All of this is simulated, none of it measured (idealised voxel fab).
The document below concerns the process module designated voxel spacer lines.
Section shown: cut. Width: 225 nm. Cell size: 5 nm, square.
Cross-section, as written here: a square-cell grid given band by band from the top down, where a band holds one or more rows of cells. Heights first: top, then bottom, in nm. Then materials, left to right, each with a width in nm. "throughout" on a single material: fills the band edge to edge. "blank": empty space. Height is counted from the level 0, under which the received wafer is composed throughout of one material. The lowest of the bands is not closed at the bottom but continues downward, in the notation "0 -> down". Top row gets the first number, bottom row gets the second, and each row in between changes by the same step: that is how a band width like "30 to 40" works. Given "stayed the same" for a step, no cell of the cross-section differs between before and after that step. In "Closed void table" the enclosed voids are listed, meaning empty spaces of 8 cells or larger without any opening to the top. The form is width x height at distance, distance from the left edge, units nm. The remark found on a step's line after its settings is issued by the simulator itself and pertains to that step. The "overlay nm" setting may appear on a step's line; for a step that uses a mask, it gives how far to the right of its planned position the mask lay, and a negative value indicates the left. Reading key. Pairs: pre-step and post-step cross-section, one process step apart; post-step view only to lowest changed band. Step between + settings: beneath pair. Runs: pairs may be from different runs of this module, same starting wafer. Continuation from pair above: only where "Pre-step snapshot" entry says.
# Pre-step snapshot
0 -> down  Si throughout
Closed void table: none
# Post-Process Section
10 -> 0  Al2O3 throughout
All layers under 0 are left as they were.
Closed void table: none
The step carried out between the cross-section before it and the cross-section after it, both shown above, is CONFORMAL_DEP,material Al2O3,thk nm 10
Pre-step snapshot: The cross-section prior to this step is the one presented after the step of the pair immediately above.
# Post-Process Section
25 -> 10  TiN throughout
All layers under 10 are left as they were.
Closed void table: none
The step carried out between the cross-section before it and the cross-section after it, both shown above, is DIRECTIONAL_DEP,material TiN,thk nm 15
Pre-step snapshot: The cross-section prior to this step is the one presented after the step of the pair immediately above.
# Post-Process Section
45 -> 25  polySi throughout
All layers under 25 are left as they were.
Closed void table: none
The step carried out between the cross-section before it and the cross-section after it, both shown above, is DIRECTIONAL_DEP,material polySi,thk nm 20
Pre-step snapshot: The cross-section prior to this step is the one presented after the step of the pair immediately above.
# Post-Process Section
75 -> 45  blank=60, then resist=25, then blank=55, then resist=25, then blank=60
All layers under 45 are left as they were.
Closed void table: none
The step carried out between the cross-section before it and the cross-section after it, both shown above, is PATTERN,tone cover,mask id MANDREL,material resist,width nm 25,pitch nm 80,thk nm 30,overlay nm 0
Pre-step snapshot: The cross-section prior to this step is the one presented after the step of the pair immediately above.
# Post-Process Section
75 -> 45  blank=60, then resist=25, then blank=55, then resist=25, then blank=60
45 -> 25  blank=60, then polySi=25, then blank=55, then polySi=25, then blank=60
All layers under 25 are left as they were.
Closed void table: none
The step carried out between the cross-section before it and the cross-section after it, both shown above, is DIRECTIONAL_ETCH,etch materials polySi,depth nm 20
Pre-step snapshot: The cross-section prior to this step is the one presented after the step of the pair immediately above.
# Post-Process Section
45 -> 25  blank=60, then polySi=25, then blank=55, then polySi=25, then blank=60
All layers under 25 are left as they were.
Closed void table: none
The step carried out between the cross-section before it and the cross-section after it, both shown above, is STRIP,etch materials resist
Pre-step snapshot: The cross-section prior to this step is the one presented after the step of the pair immediately above.
# Post-Process Section
60 -> 45  blank=45, then SiO2=55, then blank=25, then SiO2=55, then blank=45
45 -> 40  blank=45, then SiO2=15, then polySi=25, then SiO2=15, then blank=25, then SiO2=15, then polySi=25, then SiO2=15, then blank=45
40 -> 25  SiO2=60, then polySi=25, then SiO2=55, then polySi=25, then SiO2=60
All layers under 25 are left as they were.
Closed void table: none
The step carried out between the cross-section before it and the cross-section after it, both shown above, is CONFORMAL_DEP,material SiO2,thk nm 15
Pre-step snapshot: The cross-section prior to this step is the one presented after the step of the pair immediately above.
# Post-Process Section
45 -> 25  blank=45, then SiO2=15, then polySi=25, then SiO2=15, then blank=25, then SiO2=15, then polySi=25, then SiO2=15, then blank=45
All layers under 25 are left as they were.
Closed void table: none
The step carried out between the cross-section before it and the cross-section after it, both shown above, is DIRECTIONAL_ETCH,etch materials SiO2,depth nm 15
Pre-step snapshot: The cross-section prior to this step is the one presented after the step of the pair immediately above.
# Post-Process Section
45 -> 25  blank=45, then SiO2=15, then blank=25, then SiO2=15, then blank=25, then SiO2=15, then blank=25, then SiO2=15, then blank=45
All layers under 25 are left as they were.
Closed void table: none
The step carried out between the cross-section before it and the cross-section after it, both shown above, is STRIP,etch materials polySi
Pre-step snapshot: The cross-section prior to this step is the one presented after the step of the pair immediately above.
# Post-Process Section
45 -> 25  blank=45, then SiO2=15, then blank=25, then SiO2=15, then blank=25, then SiO2=15, then blank=25, then SiO2=15, then blank=45
25 -> 10  blank=45, then TiN=15, then blank=25, then TiN=15, then blank=25, then TiN=15, then blank=25, then TiN=15, then blank=45
All layers under 10 are left as they were.
Closed void table: none
The step carried out between the cross-section before it and the cross-section after it, both shown above, is DIRECTIONAL_ETCH,etch materials TiN,depth nm 15
Pre-step snapshot: The cross-section prior to this step is the one presented after the step of the pair immediately above.
# Post-Process Section
25 -> 10  blank=45, then TiN=15, then blank=25, then TiN=15, then blank=25, then TiN=15, then blank=25, then TiN=15, then blank=45
All layers under 10 are left as they were.
Closed void table: none
The step carried out between the cross-section before it and the cross-section after it, both shown above, is STRIP,etch materials SiO2
Pre-step snapshot: The cross-section prior to this step is the one presented after the step of the pair immediately above.
# Post-Process Section
35 -> 25  lowk throughout
25 -> 10  lowk=45, then TiN=15, then lowk=25, then TiN=15, then lowk=25, then TiN=15, then lowk=25, then TiN=15, then lowk=45
All layers under 10 are left as they were.
Closed void table: none
The step carried out between the cross-section before it and the cross-section after it, both shown above, is FILL_DEP,material lowk,thk nm 10
Pre-step snapshot: The cross-section prior to this step is the one presented after the step of the pair immediately above.
# Post-Process Section
25 -> 10  lowk=45, then TiN=15, then lowk=25, then TiN=15, then lowk=25, then TiN=15, then lowk=25, then TiN=15, then lowk=45
All layers under 10 are left as they were.
Closed void table: none
The step carried out between the cross-section before it and the cross-section after it, both shown above, is CMP,height nm 25
# Pre-step snapshot
0 -> down  Si throughout
Closed void table: none
# Post-Process Section
15 -> 0  TiN throughout
All layers under 0 are left as they were.
Closed void table: none
The step carried out between the cross-section before it and the cross-section after it, both shown above, is DIRECTIONAL_DEP,material TiN,thk nm 15
Pre-step snapshot: The cross-section prior to this step is the one presented after the step of the pair immediately above.
# Post-Process Section
35 -> 15  polySi throughout
All layers under 15 are left as they were.
Closed void table: none
The step carried out between the cross-section before it and the cross-section after it, both shown above, is DIRECTIONAL_DEP,material polySi,thk nm 20
Pre-step snapshot: The cross-section prior to this step is the one presented after the step of the pair immediately above.
# Post-Process Section
65 -> 35  blank=60, then resist=25, then blank=55, then resist=25, then blank=60
All layers under 35 are left as they were.
Closed void table: none
The step carried out between the cross-section before it and the cross-section after it, both shown above, is PATTERN,tone cover,mask id MANDREL,material resist,width nm 25,pitch nm 80,thk nm 30,overlay nm 0
Pre-step snapshot: The cross-section prior to this step is the one presented after the step of the pair immediately above.
# Post-Process Section
65 -> 35  blank=60, then resist=25, then blank=55, then resist=25, then blank=60
35 -> 15  blank=60, then polySi=25, then blank=55, then polySi=25, then blank=60
All layers under 15 are left as they were.
Closed void table: none
The step carried out between the cross-section before it and the cross-section after it, both shown above, is DIRECTIONAL_ETCH,etch materials polySi,depth nm 20
Pre-step snapshot: The cross-section prior to this step is the one presented after the step of the pair immediately above.
# Post-Process Section
35 -> 15  blank=60, then polySi=25, then blank=55, then polySi=25, then blank=60
All layers under 15 are left as they were.
Closed void table: none
The step carried out between the cross-section before it and the cross-section after it, both shown above, is STRIP,etch materials resist
Pre-step snapshot: The cross-section prior to this step is the one presented after the step of the pair immediately above.
# Post-Process Section
50 -> 35  blank=45, then SiO2=55, then blank=25, then SiO2=55, then blank=45
35 -> 30  blank=45, then SiO2=15, then polySi=25, then SiO2=15, then blank=25, then SiO2=15, then polySi=25, then SiO2=15, then blank=45
30 -> 15  SiO2=60, then polySi=25, then SiO2=55, then polySi=25, then SiO2=60
All layers under 15 are left as they were.
Closed void table: none
The step carried out between the cross-section before it and the cross-section after it, both shown above, is CONFORMAL_DEP,material SiO2,thk nm 15
Pre-step snapshot: The cross-section prior to this step is the one presented after the step of the pair immediately above.
# Post-Process Section
35 -> 15  blank=45, then SiO2=15, then polySi=25, then SiO2=15, then blank=25, then SiO2=15, then polySi=25, then SiO2=15, then blank=45
All layers under 15 are left as they were.
Closed void table: none
The step carried out between the cross-section before it and the cross-section after it, both shown above, is DIRECTIONAL_ETCH,etch materials SiO2,depth nm 15
Pre-step snapshot: The cross-section prior to this step is the one presented after the step of the pair immediately above.
# Post-Process Section
35 -> 15  blank=45, then SiO2=15, then blank=25, then SiO2=15, then blank=25, then SiO2=15, then blank=25, then SiO2=15, then blank=45
All layers under 15 are left as they were.
Closed void table: none
The step carried out between the cross-section before it and the cross-section after it, both shown above, is STRIP,etch materials polySi
Pre-step snapshot: The cross-section prior to this step is the one presented after the step of the pair immediately above.
# Post-Process Section
35 -> 15  blank=45, then SiO2=15, then blank=25, then SiO2=15, then blank=25, then SiO2=15, then blank=25, then SiO2=15, then blank=45
15 -> 0  blank=45, then TiN=15, then blank=25, then TiN=15, then blank=25, then TiN=15, then blank=25, then TiN=15, then blank=45
All layers under 0 are left as they were.
Closed void table: none
The step carried out between the cross-section before it and the cross-section after it, both shown above, is DIRECTIONAL_ETCH,etch materials TiN,depth nm 15
Pre-step snapshot: The cross-section prior to this step is the one presented after the step of the pair immediately above.
# Post-Process Section
15 -> 0  blank=45, then TiN=15, then blank=25, then TiN=15, then blank=25, then TiN=15, then blank=25, then TiN=15, then blank=45
All layers under 0 are left as they were.
Closed void table: none
The step carried out between the cross-section before it and the cross-section after it, both shown above, is STRIP,etch materials SiO2
Pre-step snapshot: The cross-section prior to this step is the one presented after the step of the pair immediately above.
# Post-Process Section
25 -> 15  lowk throughout
15 -> 0  lowk=45, then TiN=15, then lowk=25, then TiN=15, then lowk=25, then TiN=15, then lowk=25, then TiN=15, then lowk=45
All layers under 0 are left as they were.
Closed void table: none
The step carried out between the cross-section before it and the cross-section after it, both shown above, is FILL_DEP,material lowk,thk nm 10
# Pre-step snapshot
45 -> 25  blank=45, then SiO2=15, then polySi=25, then SiO2=15, then blank=25, then SiO2=15, then polySi=25, then SiO2=15, then blank=45
25 -> 10  TiN throughout
10 -> 0  Al2O3 throughout
0 -> down  Si throughout
Closed void table: none
# Post-Process Section
45 -> 30  blank=60, then polySi=25, then blank=55, then polySi=25, then blank=60
All layers under 30 are left as they were.
Closed void table: none
The step carried out between the cross-section before it and the cross-section after it, both shown above, is DIRECTIONAL_ETCH,etch materials SiO2,depth nm 15
Pre-step snapshot: The cross-section prior to this step is the one presented after the step of the pair immediately above.
# Post-Process Section
30 -> 25  blank=45, then SiO2=15, then blank=25, then SiO2=15, then blank=25, then SiO2=15, then blank=25, then SiO2=15, then blank=45
All layers under 25 are left as they were.
Closed void table: none
The step carried out between the cross-section before it and the cross-section after it, both shown above, is STRIP,etch materials polySi
Pre-step snapshot: The cross-section prior to this step is the one presented after the step of the pair immediately above.
# Post-Process Section
30 -> 25  blank=45, then SiO2=15, then blank=25, then SiO2=15, then blank=25, then SiO2=15, then blank=25, then SiO2=15, then blank=45
25 -> 10  blank=45, then TiN=15, then blank=25, then TiN=15, then blank=25, then TiN=15, then blank=25, then TiN=15, then blank=45
All layers under 10 are left as they were.
Closed void table: none
The step carried out between the cross-section before it and the cross-section after it, both shown above, is DIRECTIONAL_ETCH,etch materials TiN,depth nm 15
Pre-step snapshot: The cross-section prior to this step is the one presented after the step of the pair immediately above.
# Post-Process Section
25 -> 10  blank=45, then TiN=15, then blank=25, then TiN=15, then blank=25, then TiN=15, then blank=25, then TiN=15, then blank=45
All layers under 10 are left as they were.
Closed void table: none
The step carried out between the cross-section before it and the cross-section after it, both shown above, is STRIP,etch materials SiO2
# Pre-step snapshot
10 -> 0  Al2O3 throughout
0 -> down  Si throughout
Closed void table: none
# Post-Process Section
30 -> 10  polySi throughout
All layers under 10 are left as they were.
Closed void table: none
The step carried out between the cross-section before it and the cross-section after it, both shown above, is DIRECTIONAL_DEP,material polySi,thk nm 20
Pre-step snapshot: The cross-section prior to this step is the one presented after the step of the pair immediately above.
# Post-Process Section
45 -> 30  TiN throughout
All layers under 30 are left as they were.
Closed void table: none
The step carried out between the cross-section before it and the cross-section after it, both shown above, is DIRECTIONAL_DEP,material TiN,thk nm 15
Pre-step snapshot: The cross-section prior to this step is the one presented after the step of the pair immediately above.
# Post-Process Section
75 -> 45  blank=60, then resist=25, then blank=55, then resist=25, then blank=60
All layers under 45 are left as they were.
Closed void table: none
The step carried out between the cross-section before it and the cross-section after it, both shown above, is PATTERN,tone cover,mask id MANDREL,material resist,width nm 25,pitch nm 80,thk nm 30,overlay nm 0
Pre-step snapshot: The cross-section prior to this step is the one presented after the step of the pair immediately above.
# Post-Process Section
45 -> 30  TiN throughout
All layers under 30 are left as they were.
Closed void table: none
The step carried out between the cross-section before it and the cross-section after it, both shown above, is STRIP,etch materials resist
Pre-step snapshot: The cross-section prior to this step is the one presented after the step of the pair immediately above.
# Post-Process Section
60 -> 45  SiO2 throughout
All layers under 45 are left as they were.
Closed void table: none
The step carried out between the cross-section before it and the cross-section after it, both shown above, is CONFORMAL_DEP,material SiO2,thk nm 15
Pre-step snapshot: The cross-section prior to this step is the one presented after the step of the pair immediately above.
# Post-Process Section
45 -> 30  TiN throughout
All layers under 30 are left as they were.
Closed void table: none
The step carried out between the cross-section before it and the cross-section after it, both shown above, is DIRECTIONAL_ETCH,etch materials SiO2,depth nm 15
Pre-step snapshot: The cross-section prior to this step is the one presented after the step of the pair immediately above.
# Post-Process Section
30 -> 10  polySi throughout
All layers under 10 are left as they were.
Closed void table: none
The step carried out between the cross-section before it and the cross-section after it, both shown above, is DIRECTIONAL_ETCH,etch materials TiN,depth nm 15
Pre-step snapshot: The cross-section prior to this step is the one presented after the step of the pair immediately above.
# Post-Process Section
40 -> 30  lowk throughout
All layers under 30 are left as they were.
Closed void table: none
The step carried out between the cross-section before it and the cross-section after it, both shown above, is FILL_DEP,material lowk,thk nm 10
Pre-step snapshot: The cross-section prior to this step is the one presented after the step of the pair immediately above.
# Post-Process Section
25 -> 10  polySi throughout
All layers under 10 are left as they were.
Closed void table: none
The step carried out between the cross-section before it and the cross-section after it, both shown above, is CMP,height nm 25
# Pre-step snapshot
35 -> 25  lowk throughout
25 -> 10  lowk=45, then TiN=15, then lowk=25, then TiN=15, then lowk=25, then TiN=15, then lowk=25, then TiN=15, then lowk=45
10 -> 0  Al2O3 throughout
0 -> down  Si throughout
Closed void table: none
# Post-Process Section
20 -> 10  lowk=45, then TiN=15, then lowk=25, then TiN=15, then lowk=25, then TiN=15, then lowk=25, then TiN=15, then lowk=45
All layers under 10 are left as they were.
Closed void table: none
The step carried out between the cross-section before it and the cross-section after it, both shown above, is CMP,height nm 20
# Pre-step snapshot
45 -> 25  polySi throughout
25 -> 10  TiN throughout
10 -> 0  Al2O3 throughout
0 -> down  Si throughout
Closed void table: none
# Post-Process Section
75 -> 45  blank=65, then resist=20, then blank=60, then resist=20, then blank=60
All layers under 45 are left as they were.
Closed void table: none
The step carried out between the cross-section before it and the cross-section after it, both shown above, is PATTERN,tone cover,mask id MANDREL,material resist,width nm 20,pitch nm 80,thk nm 30,overlay nm 0
Pre-step snapshot: The cross-section prior to this step is the one presented after the step of the pair immediately above.
# Post-Process Section
75 -> 45  blank=65, then resist=20, then blank=60, then resist=20, then blank=60
45 -> 25  blank=65, then polySi=20, then blank=60, then polySi=20, then blank=60
All layers under 25 are left as they were.
Closed void table: none
The step carried out between the cross-section before it and the cross-section after it, both shown above, is DIRECTIONAL_ETCH,etch materials polySi,depth nm 20
Pre-step snapshot: The cross-section prior to this step is the one presented after the step of the pair immediately above.
# Post-Process Section
45 -> 25  blank=65, then polySi=20, then blank=60, then polySi=20, then blank=60
All layers under 25 are left as they were.
Closed void table: none
The step carried out between the cross-section before it and the cross-section after it, both shown above, is STRIP,etch materials resist
Pre-step snapshot: The cross-section prior to this step is the one presented after the step of the pair immediately above.
# Post-Process Section
60 -> 45  blank=50, then SiO2=50, then blank=30, then SiO2=50, then blank=45
45 -> 40  blank=50, then SiO2=15, then polySi=20, then SiO2=15, then blank=30, then SiO2=15, then polySi=20, then SiO2=15, then blank=45
40 -> 25  SiO2=65, then polySi=20, then SiO2=60, then polySi=20, then SiO2=60
All layers under 25 are left as they were.
Closed void table: none
The step carried out between the cross-section before it and the cross-section after it, both shown above, is CONFORMAL_DEP,material SiO2,thk nm 15
Pre-step snapshot: The cross-section prior to this step is the one presented after the step of the pair immediately above.
# Post-Process Section
45 -> 25  blank=50, then SiO2=15, then polySi=20, then SiO2=15, then blank=30, then SiO2=15, then polySi=20, then SiO2=15, then blank=45
All layers under 25 are left as they were.
Closed void table: none
The step carried out between the cross-section before it and the cross-section after it, both shown above, is DIRECTIONAL_ETCH,etch materials SiO2,depth nm 15
Pre-step snapshot: The cross-section prior to this step is the one presented after the step of the pair immediately above.
# Post-Process Section
45 -> 25  blank=50, then SiO2=15, then blank=20, then SiO2=15, then blank=30, then SiO2=15, then blank=20, then SiO2=15, then blank=45
All layers under 25 are left as they were.
Closed void table: none
The step carried out between the cross-section before it and the cross-section after it, both shown above, is STRIP,etch materials polySi
Pre-step snapshot: The cross-section prior to this step is the one presented after the step of the pair immediately above.
# Post-Process Section
45 -> 25  blank=50, then SiO2=15, then blank=20, then SiO2=15, then blank=30, then SiO2=15, then blank=20, then SiO2=15, then blank=45
25 -> 10  blank=50, then TiN=15, then blank=20, then TiN=15, then blank=30, then TiN=15, then blank=20, then TiN=15, then blank=45
All layers under 10 are left as they were.
Closed void table: none
The step carried out between the cross-section before it and the cross-section after it, both shown above, is DIRECTIONAL_ETCH,etch materials TiN,depth nm 15
Pre-step snapshot: The cross-section prior to this step is the one presented after the step of the pair immediately above.
# Post-Process Section
25 -> 10  blank=50, then TiN=15, then blank=20, then TiN=15, then blank=30, then TiN=15, then blank=20, then TiN=15, then blank=45
All layers under 10 are left as they were.
Closed void table: none
The step carried out between the cross-section before it and the cross-section after it, both shown above, is STRIP,etch materials SiO2
Pre-step snapshot: The cross-section prior to this step is the one presented after the step of the pair immediately above.
# Post-Process Section
35 -> 25  lowk throughout
25 -> 10  lowk=50, then TiN=15, then lowk=20, then TiN=15, then lowk=30, then TiN=15, then lowk=20, then TiN=15, then lowk=45
All layers under 10 are left as they were.
Closed void table: none
The step carried out between the cross-section before it and the cross-section after it, both shown above, is FILL_DEP,material lowk,thk nm 10
Pre-step snapshot: The cross-section prior to this step is the one presented after the step of the pair immediately above.
# Post-Process Section
25 -> 10  lowk=50, then TiN=15, then lowk=20, then TiN=15, then lowk=30, then TiN=15, then lowk=20, then TiN=15, then lowk=45
All layers under 10 are left as they were.
Closed void table: none
The step carried out between the cross-section before it and the cross-section after it, both shown above, is CMP,height nm 25
# Pre-step snapshot
45 -> 25  polySi throughout
25 -> 10  TiN throughout
10 -> 0  Al2O3 throughout
0 -> down  Si throughout
Closed void table: none
# Post-Process Section
75 -> 45  blank=55, then resist=25, then blank=55, then resist=25, then blank=65
All layers under 45 are left as they were.
Closed void table: none
The step carried out between the cross-section before it and the cross-section after it, both shown above, is PATTERN,tone cover,mask id MANDREL,material resist,width nm 25,pitch nm 80,thk nm 30,overlay nm -5
Pre-step snapshot: The cross-section prior to this step is the one presented after the step of the pair immediately above.
# Post-Process Section
75 -> 45  blank=55, then resist=25, then blank=55, then resist=25, then blank=65
45 -> 25  blank=55, then polySi=25, then blank=55, then polySi=25, then blank=65
All layers under 25 are left as they were.
Closed void table: none
The step carried out between the cross-section before it and the cross-section after it, both shown above, is DIRECTIONAL_ETCH,etch materials polySi,depth nm 20
Pre-step snapshot: The cross-section prior to this step is the one presented after the step of the pair immediately above.
# Post-Process Section
45 -> 25  blank=55, then polySi=25, then blank=55, then polySi=25, then blank=65
All layers under 25 are left as they were.
Closed void table: none
The step carried out between the cross-section before it and the cross-section after it, both shown above, is STRIP,etch materials resist
Pre-step snapshot: The cross-section prior to this step is the one presented after the step of the pair immediately above.
# Post-Process Section
60 -> 45  blank=40, then SiO2=55, then blank=25, then SiO2=55, then blank=50
45 -> 40  blank=40, then SiO2=15, then polySi=25, then SiO2=15, then blank=25, then SiO2=15, then polySi=25, then SiO2=15, then blank=50
40 -> 25  SiO2=55, then polySi=25, then SiO2=55, then polySi=25, then SiO2=65
All layers under 25 are left as they were.
Closed void table: none
The step carried out between the cross-section before it and the cross-section after it, both shown above, is CONFORMAL_DEP,material SiO2,thk nm 15
Pre-step snapshot: The cross-section prior to this step is the one presented after the step of the pair immediately above.
# Post-Process Section
45 -> 25  blank=40, then SiO2=15, then polySi=25, then SiO2=15, then blank=25, then SiO2=15, then polySi=25, then SiO2=15, then blank=50
All layers under 25 are left as they were.
Closed void table: none
The step carried out between the cross-section before it and the cross-section after it, both shown above, is DIRECTIONAL_ETCH,etch materials SiO2,depth nm 15
Pre-step snapshot: The cross-section prior to this step is the one presented after the step of the pair immediately above.
# Post-Process Section
45 -> 25  blank=40, then SiO2=15, then blank=25, then SiO2=15, then blank=25, then SiO2=15, then blank=25, then SiO2=15, then blank=50
All layers under 25 are left as they were.
Closed void table: none
The step carried out between the cross-section before it and the cross-section after it, both shown above, is STRIP,etch materials polySi
Pre-step snapshot: The cross-section prior to this step is the one presented after the step of the pair immediately above.
# Post-Process Section
45 -> 25  blank=40, then SiO2=15, then blank=25, then SiO2=15, then blank=25, then SiO2=15, then blank=25, then SiO2=15, then blank=50
25 -> 10  blank=40, then TiN=15, then blank=25, then TiN=15, then blank=25, then TiN=15, then blank=25, then TiN=15, then blank=50
All layers under 10 are left as they were.
Closed void table: none
The step carried out between the cross-section before it and the cross-section after it, both shown above, is DIRECTIONAL_ETCH,etch materials TiN,depth nm 15
Pre-step snapshot: The cross-section prior to this step is the one presented after the step of the pair immediately above.
# Post-Process Section
25 -> 10  blank=40, then TiN=15, then blank=25, then TiN=15, then blank=25, then TiN=15, then blank=25, then TiN=15, then blank=50
All layers under 10 are left as they were.
Closed void table: none
The step carried out between the cross-section before it and the cross-section after it, both shown above, is STRIP,etch materials SiO2
Pre-step snapshot: The cross-section prior to this step is the one presented after the step of the pair immediately above.
# Post-Process Section
35 -> 25  lowk throughout
25 -> 10  lowk=40, then TiN=15, then lowk=25, then TiN=15, then lowk=25, then TiN=15, then lowk=25, then TiN=15, then lowk=50
All layers under 10 are left as they were.
Closed void table: none
The step carried out between the cross-section before it and the cross-section after it, both shown above, is FILL_DEP,material lowk,thk nm 10
Pre-step snapshot: The cross-section prior to this step is the one presented after the step of the pair immediately above.
# Post-Process Section
25 -> 10  lowk=40, then TiN=15, then lowk=25, then TiN=15, then lowk=25, then TiN=15, then lowk=25, then TiN=15, then lowk=50
All layers under 10 are left as they were.
Closed void table: none
The step carried out between the cross-section before it and the cross-section after it, both shown above, is CMP,height nm 25
# Pre-step snapshot
10 -> 0  Al2O3 throughout
0 -> down  Si throughout
Closed void table: none
# Post-Process Section
25 -> 10  lowk throughout
All layers under 10 are left as they were.
Closed void table: none
The step carried out between the cross-section before it and the cross-section after it, both shown above, is DIRECTIONAL_DEP,material lowk,thk nm 15
Pre-step snapshot: The cross-section prior to this step is the one presented after the step of the pair immediately above.
# Post-Process Section
45 -> 25  polySi throughout
All layers under 25 are left as they were.
Closed void table: none
The step carried out between the cross-section before it and the cross-section after it, both shown above, is DIRECTIONAL_DEP,material polySi,thk nm 20
Pre-step snapshot: The cross-section prior to this step is the one presented after the step of the pair immediately above.
# Post-Process Section
75 -> 45  blank=60, then resist=25, then blank=55, then resist=25, then blank=60
All layers under 45 are left as they were.
Closed void table: none
The step carried out between the cross-section before it and the cross-section after it, both shown above, is PATTERN,tone cover,mask id MANDREL,material resist,width nm 25,pitch nm 80,thk nm 30,overlay nm 0
Pre-step snapshot: The cross-section prior to this step is the one presented after the step of the pair immediately above.
# Post-Process Section
75 -> 45  blank=60, then resist=25, then blank=55, then resist=25, then blank=60
45 -> 25  blank=60, then polySi=25, then blank=55, then polySi=25, then blank=60
All layers under 25 are left as they were.
Closed void table: none
The step carried out between the cross-section before it and the cross-section after it, both shown above, is DIRECTIONAL_ETCH,etch materials polySi,depth nm 20
Pre-step snapshot: The cross-section prior to this step is the one presented after the step of the pair immediately above.
# Post-Process Section
45 -> 25  blank=60, then polySi=25, then blank=55, then polySi=25, then blank=60
All layers under 25 are left as they were.
Closed void table: none
The step carried out between the cross-section before it and the cross-section after it, both shown above, is STRIP,etch materials resist
Pre-step snapshot: The cross-section prior to this step is the one presented after the step of the pair immediately above.
# Post-Process Section
60 -> 45  blank=45, then SiO2=55, then blank=25, then SiO2=55, then blank=45
45 -> 40  blank=45, then SiO2=15, then polySi=25, then SiO2=15, then blank=25, then SiO2=15, then polySi=25, then SiO2=15, then blank=45
40 -> 25  SiO2=60, then polySi=25, then SiO2=55, then polySi=25, then SiO2=60
All layers under 25 are left as they were.
Closed void table: none
The step carried out between the cross-section before it and the cross-section after it, both shown above, is CONFORMAL_DEP,material SiO2,thk nm 15
Pre-step snapshot: The cross-section prior to this step is the one presented after the step of the pair immediately above.
# Post-Process Section
45 -> 25  blank=45, then SiO2=15, then polySi=25, then SiO2=15, then blank=25, then SiO2=15, then polySi=25, then SiO2=15, then blank=45
All layers under 25 are left as they were.
Closed void table: none
The step carried out between the cross-section before it and the cross-section after it, both shown above, is DIRECTIONAL_ETCH,etch materials SiO2,depth nm 15
Pre-step snapshot: The cross-section prior to this step is the one presented after the step of the pair immediately above.
# Post-Process Section
45 -> 25  blank=45, then SiO2=15, then blank=25, then SiO2=15, then blank=25, then SiO2=15, then blank=25, then SiO2=15, then blank=45
All layers under 25 are left as they were.
Closed void table: none
The step carried out between the cross-section before it and the cross-section after it, both shown above, is STRIP,etch materials polySi
Pre-step snapshot: The cross-section prior to this step is the one presented after the step of the pair immediately above.
# Post-Process Section
25 -> 10  lowk throughout
All layers under 10 are left as they were.
Closed void table: none
The step carried out between the cross-section before it and the cross-section after it, both shown above, is STRIP,etch materials SiO2
Pre-step snapshot: The cross-section prior to this step is the one presented after the step of the pair immediately above.
# Post-Process Section
35 -> 10  lowk throughout
All layers under 10 are left as they were.
Closed void table: none
The step carried out between the cross-section before it and the cross-section after it, both shown above, is FILL_DEP,material lowk,thk nm 10
Pre-step snapshot: The cross-section prior to this step is the one presented after the step of the pair immediately above.
# Post-Process Section
25 -> 10  lowk throughout
All layers under 10 are left as they were.
Closed void table: none
The step carried out between the cross-section before it and the cross-section after it, both shown above, is CMP,height nm 25
